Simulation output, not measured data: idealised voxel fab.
The process module that follows is named voxel capacitor over wiring.
Section shown: cut. Width: 240 nm. Cell size: 5 nm, square.
Cross-section layout: square cells on a grid; listed as bands, top to bottom; a band spans one or more cell rows. Look at the band entry: it leads with the top's height and the bottom's height in nm. Then it lists the materials left to right, with a width in nm for each. The word "full width" on a single material says that material fills the band edge to edge. The word "air" is empty space. Height datum 0, below which the as-received substrate wafer is one material. Lowest band open at the bottom, running downward: "0 and below". It should be noted that a width expressed as "30 to 40" varies in equal increments from row to row of cells within the band, taking the value of the first number at the top row and that of the second number at the bottom row. Any step labelled "no alteration" changed none of the cells in the cross-section. "Enclosed void listing": empty spaces of 8 cells or more with no open way to the top, each given as width x height at distance, distance from the left edge, all in nm. Past the settings on a step's line: simulator remark, on that step. Steps that use a mask can have "overlay nm" on their line. It says how far the mask sat to the right of where it was meant to be. Negative means to the left.
## Planned step list for the process
1. RECEIVE | material Si
2. CONFORMAL_DEP | material SiO2 | thk nm 15
3. DIRECTIONAL_DEP | material TiN | thk nm 5
4. DIRECTIONAL_DEP | material W | thk nm 15
5. MASKED_ETCH | tone cover | mask id METAL_1 | width nm 30 | pitch nm 90 | etch materials W | depth nm 15 | overlay nm 0
6. MASKED_ETCH | tone cover | mask id METAL_1 | width nm 30 | pitch nm 90 | etch materials TiN | depth nm 5 | overlay nm 0
7. FILL_DEP | material SiO2 | thk nm 10
8. CMP | height nm 35
9. CONFORMAL_DEP | material SiCN | thk nm 5
10. DIRECTIONAL_DEP | material lowk | thk nm 20
11. PATTERN | tone open | mask id PLUG_1 | material resist | width nm 15 | thk nm 20 | overlay nm 0
12. DIRECTIONAL_ETCH | etch materials lowk | depth nm 20
13. DIRECTIONAL_ETCH | etch materials SiCN | depth nm 5
14. STRIP | etch materials resist
15. EPI | material Ru | thk nm 10
16. EPI | material Ru | thk nm 10
17. EPI | material Ru | thk nm 5
18. DIRECTIONAL_DEP | material TiN | thk nm 5
19. DIRECTIONAL_DEP | material SiN | thk nm 5
20. DIRECTIONAL_DEP | material TiN | thk nm 10
21. PATTERN | tone cover | mask id UPPER_PLATE | material resist | width nm 65 | thk nm 15 | overlay nm 0
22. DIRECTIONAL_ETCH | etch materials TiN | depth nm 10
23. DIRECTIONAL_ETCH | etch materials SiN | depth nm 5
24. STRIP | etch materials resist
25. MASKED_ETCH | tone cover | mask id LOWER_PLATE | width nm 75 | etch materials TiN | depth nm 5 | overlay nm 0
26. FILL_DEP | material SiO2 | thk nm 15
27. CMP | height nm 90
28. DIRECTIONAL_DEP | material aC | thk nm 10
29. PATTERN | tone open | mask id PLUG_2 | material resist | width nm 15 | thk nm 25 | overlay nm 0
30. DIRECTIONAL_ETCH | etch materials aC | depth nm 10
31. STRIP | etch materials resist
32. DIRECTIONAL_ETCH | etch materials SiO2 | depth nm 10
33. STRIP | etch materials aC
34. CONFORMAL_DEP | material TiN | thk nm 5
35. FILL_DEP | material Ru | thk nm 5
36. CMP | height nm 90
37. CONFORMAL_DEP | material SiN | thk nm 5
## Account of the first of two wafers, which was processed as intended
## As-received state of the wafer in cross-section, equivalent to post-step 1
  0 and below: Si full width
  Enclosed void listing: none
## State of the wafer after step 2, shown in cross-section
  15 down to 0: SiO2 full width
  Below a height of 0, the structure has not been altered.
## State of the wafer after step 3, shown in cross-section
  20 down to 15: TiN full width
  Below a height of 15, the structure has not been altered.
## State of the wafer after step 4, shown in cross-section
  35 down to 20: W full width
  Below a height of 20, the structure has not been altered.
## State of the wafer after step 5, shown in cross-section
  35 down to 20: air: 60, then W: 30, then air: 60, then W: 30, then air: 60
  Below a height of 20, the structure has not been altered.
## State of the wafer after step 6, shown in cross-section
  35 down to 20: air: 60, then W: 30, then air: 60, then W: 30, then air: 60
  20 down to 15: air: 60, then TiN: 30, then air: 60, then TiN: 30, then air: 60
  Below a height of 15, the structure has not been altered.
## State of the wafer after step 7, shown in cross-section
  45 down to 35: SiO2 full width
  35 down to 20: SiO2: 60, then W: 30, then SiO2: 60, then W: 30, then SiO2: 60
  20 down to 15: SiO2: 60, then TiN: 30, then SiO2: 60, then TiN: 30, then SiO2: 60
  Below a height of 15, the structure has not been altered.
## State of the wafer after step 8, shown in cross-section
  35 down to 20: SiO2: 60, then W: 30, then SiO2: 60, then W: 30, then SiO2: 60
  Below a height of 20, the structure has not been altered.
## State of the wafer after step 9, shown in cross-section
  40 down to 35: SiCN full width
  Below a height of 35, the structure has not been altered.
## State of the wafer after step 10, shown in cross-section
  60 down to 40: lowk full width
  Below a height of 40, the structure has not been altered.
## State of the wafer after step 11, shown in cross-section
  80 down to 60: resist: 75, then air: 15, then resist: 150
  Below a height of 60, the structure has not been altered.
## State of the wafer after step 12, shown in cross-section
  80 down to 60: resist: 75, then air: 15, then resist: 150
  60 down to 40: lowk: 75, then air: 15, then lowk: 150
  Below a height of 40, the structure has not been altered.
## State of the wafer after step 13, shown in cross-section
  80 down to 60: resist: 75, then air: 15, then resist: 150
  60 down to 40: lowk: 75, then air: 15, then lowk: 150
  40 down to 35: SiCN: 75, then air: 15, then SiCN: 150
  Below a height of 35, the structure has not been altered.
## State of the wafer after step 14, shown in cross-section
  60 down to 40: lowk: 75, then air: 15, then lowk: 150
  Below a height of 40, the structure has not been altered.
## State of the wafer after step 15, shown in cross-section
  60 down to 45: lowk: 75, then air: 15, then lowk: 150
  45 down to 40: lowk: 75, then Ru: 15, then lowk: 150
  40 down to 35: SiCN: 75, then Ru: 15, then SiCN: 150
  Below a height of 35, the structure has not been altered.
## State of the wafer after step 16, shown in cross-section
  60 down to 55: lowk: 75, then air: 15, then lowk: 150
  55 down to 40: lowk: 75, then Ru: 15, then lowk: 150
  Below a height of 40, the structure has not been altered.
## State of the wafer after step 17, shown in cross-section
  60 down to 40: lowk: 75, then Ru: 15, then lowk: 150
  Below a height of 40, the structure has not been altered.
## State of the wafer after step 18, shown in cross-section
  65 down to 60: TiN full width
  Below a height of 60, the structure has not been altered.
## State of the wafer after step 19, shown in cross-section
  70 down to 65: SiN full width
  Below a height of 65, the structure has not been altered.
## State of the wafer after step 20, shown in cross-section
  80 down to 70: TiN full width
  Below a height of 70, the structure has not been altered.
## State of the wafer after step 21, shown in cross-section
  95 down to 80: air: 75, then resist: 65, then air: 100
  Below a height of 80, the structure has not been altered.
## State of the wafer after step 22, shown in cross-section
  95 down to 80: air: 75, then resist: 65, then air: 100
  80 down to 70: air: 75, then TiN: 65, then air: 100
  Below a height of 70, the structure has not been altered.
## State of the wafer after step 23, shown in cross-section
  95 down to 80: air: 75, then resist: 65, then air: 100
  80 down to 70: air: 75, then TiN: 65, then air: 100
  70 down to 65: air: 75, then SiN: 65, then air: 100
  Below a height of 65, the structure has not been altered.
## State of the wafer after step 24, shown in cross-section
  80 down to 70: air: 75, then TiN: 65, then air: 100
  Below a height of 70, the structure has not been altered.
## State of the wafer after step 25, shown in cross-section
  80 down to 70: air: 75, then TiN: 65, then air: 100
  70 down to 65: air: 75, then SiN: 65, then air: 100
  65 down to 60: air: 70, then TiN: 75, then air: 95
  Below a height of 60, the structure has not been altered.
## State of the wafer after step 26, shown in cross-section
  95 down to 80: SiO2 full width
  80 down to 70: SiO2: 75, then TiN: 65, then SiO2: 100
  70 down to 65: SiO2: 75, then SiN: 65, then SiO2: 100
  65 down to 60: SiO2: 70, then TiN: 75, then SiO2: 95
  Below a height of 60, the structure has not been altered.
## State of the wafer after step 27, shown in cross-section
  90 down to 80: SiO2 full width
  Below a height of 80, the structure has not been altered.
## State of the wafer after step 28, shown in cross-section
  100 down to 90: aC full width
  Below a height of 90, the structure has not been altered.
## State of the wafer after step 29, shown in cross-section
  125 down to 100: resist: 85, then air: 15, then resist: 140
  Below a height of 100, the structure has not been altered.
## State of the wafer after step 30, shown in cross-section
  115 down to 100: resist: 85, then air: 15, then resist: 140
  100 down to 90: aC: 85, then air: 15, then aC: 140
  Below a height of 90, the structure has not been altered.
## State of the wafer after step 31, shown in cross-section
  100 down to 90: aC: 85, then air: 15, then aC: 140
  Below a height of 90, the structure has not been altered.
## State of the wafer after step 32, shown in cross-section
  100 down to 90: aC: 85, then air: 15, then aC: 140
  90 down to 80: SiO2: 85, then air: 15, then SiO2: 140
  Below a height of 80, the structure has not been altered.
## State of the wafer after step 33, shown in cross-section
  90 down to 80: SiO2: 85, then air: 15, then SiO2: 140
  Below a height of 80, the structure has not been altered.
## State of the wafer after step 34, shown in cross-section
  95 down to 90: TiN: 90, then air: 5, then TiN: 145
  90 down to 85: SiO2: 85, then TiN: 5, then air: 5, then TiN: 5, then SiO2: 140
  85 down to 80: SiO2: 85, then TiN: 15, then SiO2: 140
  Below a height of 80, the structure has not been altered.
## State of the wafer after step 35, shown in cross-section
  100 down to 95: Ru full width
  95 down to 90: TiN: 90, then Ru: 5, then TiN: 145
  90 down to 85: SiO2: 85, then TiN: 5, then Ru: 5, then TiN: 5, then SiO2: 140
  Below a height of 85, the structure has not been altered.
## State of the wafer after step 36, shown in cross-section
  90 down to 85: SiO2: 85, then TiN: 5, then Ru: 5, then TiN: 5, then SiO2: 140
  Below a height of 85, the structure has not been altered.
## State of the wafer after step 37, shown in cross-section
  95 down to 90: SiN full width
  Below a height of 90, the structure has not been altered.
## Wafer two of the pair: same origin, same plan, one error during the run; identical to wafer one up to and including step 4
## Cross-section of the second wafer when, according to plan, step 5 should have finished
  35 down to 20: W: 60, then air: 30, then W: 60, then air: 30, then W: 60
  Below a height of 20, the structure has not been altered.
Cross-section of the second wafer when, according to plan, step 6 should have finished: no alteration
## Cross-section of the second wafer when, according to plan, step 7 should have finished
  45 down to 35: SiO2 full width
  35 down to 20: W: 60, then SiO2: 30, then W: 60, then SiO2: 30, then W: 60
  Below a height of 20, the structure has not been altered.
## Cross-section of the second wafer when, according to plan, step 8 should have finished
  35 down to 20: W: 60, then SiO2: 30, then W: 60, then SiO2: 30, then W: 60
  Below a height of 20, the structure has not been altered.
## Cross-section of the second wafer when, according to plan, step 9 should have finished
  40 down to 35: SiCN full width
  Below a height of 35, the structure has not been altered.
## Cross-section of the second wafer when, according to plan, step 10 should have finished
  60 down to 40: lowk full width
  Below a height of 40, the structure has not been altered.
## Cross-section of the second wafer when, according to plan, step 11 should have finished
  80 down to 60: resist: 75, then air: 15, then resist: 150
  Below a height of 60, the structure has not been altered.
## Cross-section of the second wafer when, according to plan, step 12 should have finished
  80 down to 60: resist: 75, then air: 15, then resist: 150
  60 down to 40: lowk: 75, then air: 15, then lowk: 150
  Below a height of 40, the structure has not been altered.
## Cross-section of the second wafer when, according to plan, step 13 should have finished
  80 down to 60: resist: 75, then air: 15, then resist: 150
  60 down to 40: lowk: 75, then air: 15, then lowk: 150
  40 down to 35: SiCN: 75, then air: 15, then SiCN: 150
  Below a height of 35, the structure has not been altered.
## Cross-section of the second wafer when, according to plan, step 14 should have finished
  60 down to 40: lowk: 75, then air: 15, then lowk: 150
  Below a height of 40, the structure has not been altered.
Cross-section of the second wafer when, according to plan, step 15 should have finished: no alteration
Cross-section of the second wafer when, according to plan, step 16 should have finished: no alteration
Cross-section of the second wafer when, according to plan, step 17 should have finished: no alteration
## Cross-section of the second wafer when, according to plan, step 18 should have finished
  65 down to 60: TiN: 75, then air: 15, then TiN: 150
  60 down to 40: lowk: 75, then air: 15, then lowk: 150
  40 down to 35: SiCN: 75, then TiN: 15, then SiCN: 150
  Below a height of 35, the structure has not been altered.
## Cross-section of the second wafer when, according to plan, step 19 should have finished
  70 down to 65: SiN: 75, then air: 15, then SiN: 150
  65 down to 60: TiN: 75, then air: 15, then TiN: 150
  60 down to 45: lowk: 75, then air: 15, then lowk: 150
  45 down to 40: lowk: 75, then SiN: 15, then lowk: 150
  Below a height of 40, the structure has not been altered.
## Cross-section of the second wafer when, according to plan, step 20 should have finished
  80 down to 70: TiN: 75, then air: 15, then TiN: 150
  70 down to 65: SiN: 75, then air: 15, then SiN: 150
  65 down to 60: TiN: 75, then air: 15, then TiN: 150
  60 down to 55: lowk: 75, then air: 15, then lowk: 150
  55 down to 45: lowk: 75, then TiN: 15, then lowk: 150
  Below a height of 45, the structure has not been altered.
## Cross-section of the second wafer when, according to plan, step 21 should have finished
  95 down to 80: air: 75, then resist: 65, then air: 100
  80 down to 70: TiN: 75, then resist: 15, then TiN: 150
  70 down to 65: SiN: 75, then resist: 15, then SiN: 150
  65 down to 60: TiN: 75, then resist: 15, then TiN: 150
  60 down to 55: lowk: 75, then resist: 15, then lowk: 150
  Below a height of 55, the structure has not been altered.
## Cross-section of the second wafer when, according to plan, step 22 should have finished
  95 down to 80: air: 75, then resist: 65, then air: 100
  80 down to 70: air: 75, then resist: 15, then TiN: 50, then air: 100
  Below a height of 70, the structure has not been altered.
## Cross-section of the second wafer when, according to plan, step 23 should have finished
  95 down to 80: air: 75, then resist: 65, then air: 100
  80 down to 70: air: 75, then resist: 15, then TiN: 50, then air: 100
  70 down to 65: air: 75, then resist: 15, then SiN: 50, then air: 100
  Below a height of 65, the structure has not been altered.
## Cross-section of the second wafer when, according to plan, step 24 should have finished
  80 down to 70: air: 90, then TiN: 50, then air: 100
  70 down to 65: air: 90, then SiN: 50, then air: 100
  65 down to 60: TiN: 75, then air: 15, then TiN: 150
  60 down to 55: lowk: 75, then air: 15, then lowk: 150
  Below a height of 55, the structure has not been altered.
## Cross-section of the second wafer when, according to plan, step 25 should have finished
  80 down to 70: air: 90, then TiN: 50, then air: 100
  70 down to 65: air: 90, then SiN: 50, then air: 100
  65 down to 60: air: 70, then TiN: 5, then air: 15, then TiN: 55, then air: 95
  Below a height of 60, the structure has not been altered.
## Cross-section of the second wafer when, according to plan, step 26 should have finished
  95 down to 80: SiO2 full width
  80 down to 70: SiO2: 90, then TiN: 50, then SiO2: 100
  70 down to 65: SiO2: 90, then SiN: 50, then SiO2: 100
  65 down to 60: SiO2: 70, then TiN: 5, then SiO2: 15, then TiN: 55, then SiO2: 95
  60 down to 55: lowk: 75, then SiO2: 15, then lowk: 150
  Below a height of 55, the structure has not been altered.
## Cross-section of the second wafer when, according to plan, step 27 should have finished
  90 down to 80: SiO2 full width
  Below a height of 80, the structure has not been altered.
## Cross-section of the second wafer when, according to plan, step 28 should have finished
  100 down to 90: aC full width
  Below a height of 90, the structure has not been altered.
## Cross-section of the second wafer when, according to plan, step 29 should have finished
  125 down to 100: resist: 85, then air: 15, then resist: 140
  Below a height of 100, the structure has not been altered.
## Cross-section of the second wafer when, according to plan, step 30 should have finished
  115 down to 100: resist: 85, then air: 15, then resist: 140
  100 down to 90: aC: 85, then air: 15, then aC: 140
  Below a height of 90, the structure has not been altered.
## Cross-section of the second wafer when, according to plan, step 31 should have finished
  100 down to 90: aC: 85, then air: 15, then aC: 140
  Below a height of 90, the structure has not been altered.
## Cross-section of the second wafer when, according to plan, step 32 should have finished
  100 down to 90: aC: 85, then air: 15, then aC: 140
  90 down to 80: SiO2: 85, then air: 15, then SiO2: 140
  Below a height of 80, the structure has not been altered.
## Cross-section of the second wafer when, according to plan, step 33 should have finished
  90 down to 80: SiO2: 85, then air: 15, then SiO2: 140
  Below a height of 80, the structure has not been altered.
## Cross-section of the second wafer when, according to plan, step 34 should have finished
  95 down to 90: TiN: 90, then air: 5, then TiN: 145
  90 down to 85: SiO2: 85, then TiN: 5, then air: 5, then TiN: 5, then SiO2: 140
  85 down to 80: SiO2: 85, then TiN: 15, then SiO2: 140
  Below a height of 80, the structure has not been altered.
## Cross-section of the second wafer when, according to plan, step 35 should have finished
  100 down to 95: Ru full width
  95 down to 90: TiN: 90, then Ru: 5, then TiN: 145
  90 down to 85: SiO2: 85, then TiN: 5, then Ru: 5, then TiN: 5, then SiO2: 140
  Below a height of 85, the structure has not been altered.
## Cross-section of the second wafer when, according to plan, step 36 should have finished
  90 down to 85: SiO2: 85, then TiN: 5, then Ru: 5, then TiN: 5, then SiO2: 140
  Below a height of 85, the structure has not been altered.
## Cross-section of the second wafer when, according to plan, step 37 should have finished
  95 down to 90: SiN full width
  Below a height of 90, the structure has not been altered.
It is concluded that the wafer was processed incorrectly with respect to the plan, in that step 5 was processed under conditions differing from the plan, specifically as MASKED_ETCH | tone open | mask id METAL_1 | width nm 30 | pitch nm 90 | etch materials W | depth nm 15 | overlay nm 0
Upon completion, the second wafer contains, in terms of cells, a greater or smaller amount of certain materials than the first wafer: -15 Ru | -93 SiO2 | +36 TiN | +72 W
